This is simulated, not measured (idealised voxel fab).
Module name: voxel plated lines (process module)
We display cut, a cross-section 190 nm in width whose square cells are each 5 nm.
In this document a cross-section is written as a grid of square cells. It is given as a series of bands, listed from the top down, and a band is one or more rows of cells. Basically the band line says how high the top is and how high the bottom is, in nm, and then what's in it from left to right, every material with its width in nm. Empty space shows up as "empty", and if a single material carries "everywhere" it runs the full band edge to edge. Measure heights from 0. That's the level where, below it, the as-received wafer is all one material. The lowest band is bottomless and extends downward; write it as in "0 down". So if you see something like "30 to 40" for the width, read it as the top row of the band sitting at the first number and the bottom row at the second, with every row in between moving by the same amount as the last. "no alteration" (step): cross-section cells unchanged, all of them. Each empty space that has no open way to the top and spans at least 8 cells appears under "Encapsulated voids" as width x height at distance, the distance counted from the left edge, all in nm. The remark found on a step's line after its settings is issued by the simulator itself and pertains to that step. A step's line can hold "overlay nm"; with a mask on that step, the setting says how far right of the planned place the mask lay, while a negative setting says it lay to the left.
Plan
1) RECEIVE,material Si
2) CONFORMAL_DEP,material Al2O3,thk nm 15
3) DIRECTIONAL_DEP,material TiN,thk nm 5
4) PATTERN,tone open,mask id LINES,material resist,width nm 20,pitch nm 40,thk nm 5,overlay nm 0
5) EPI,material Ru,thk nm 10
6) STRIP,etch materials resist
7) DIRECTIONAL_ETCH,etch materials TiN,depth nm 5
8) CONFORMAL_DEP,material SiCN,thk nm 5
Keep in mind the plan's value for the thk nm of step 4 comes from the first wafer; the wafers don't share that setting, but they do share the same starting point.
The first of several wafers, as received after step 1, seen in section
* 0 down: Si everywhere
* Encapsulated voids: none
At the end of the module, after its last step, step 8, the first of several wafers appears in cross-section as follows
* 35 to 30: 35 of empty, 120 of SiCN, 35 of empty
* 30 to 20: 35 of empty, 5 to 10 of SiCN, 30 to 20 of Ru, 10 to 20 of SiCN, 30 to 20 of Ru, 10 to 20 of SiCN, 30 to 20 of Ru, 5 to 10 of SiCN, 35 of empty
* 20 to 15: 40 of SiCN, 30 of TiN, 10 of SiCN, 30 of TiN, 10 of SiCN, 30 of TiN, 40 of SiCN
* 15 to 0: Al2O3 everywhere
* 0 down: Si everywhere
* Encapsulated voids: none
At the end of the module, the last of several wafers in cross-section
* 35 to 30: 40 of empty, 30 of SiCN, 10 of empty, 30 of SiCN, 10 of empty, 30 of SiCN, 40 of empty
* 30 to 20: 40 of empty, 5 of SiCN, 20 of Ru, 5 of SiCN, 10 of empty, 5 of SiCN, 20 of Ru, 5 of SiCN, 10 of empty, 5 of SiCN, 20 of Ru, 5 of SiCN, 40 of empty
* 20 to 15: 45 of SiCN, 20 of TiN, 20 of SiCN, 20 of TiN, 20 of SiCN, 20 of TiN, 45 of SiCN
* 15 to 0: Al2O3 everywhere
* 0 down: Si everywhere
* Encapsulated voids: none
Below: a row per wafer. Contents at end of module: for every material, cells gained since receipt (+) or lost since receipt (-); then closed voids
thk nm 5, +114 Al2O3, +30 Ru, +62 SiCN, +18 TiN, Encapsulated voids: none
thk nm 10, +114 Al2O3, +24 Ru, +56 SiCN, +12 TiN, Encapsulated voids: none
thk nm 15, +114 Al2O3, +24 Ru, +56 SiCN, +12 TiN, Encapsulated voids: none
thk nm 20, +114 Al2O3, +24 Ru, +56 SiCN, +12 TiN, Encapsulated voids: none
thk nm 25, +114 Al2O3, +24 Ru, +56 SiCN, +12 TiN, Encapsulated voids: none
thk nm 30, +114 Al2O3, +24 Ru, +56 SiCN, +12 TiN, Encapsulated voids: none
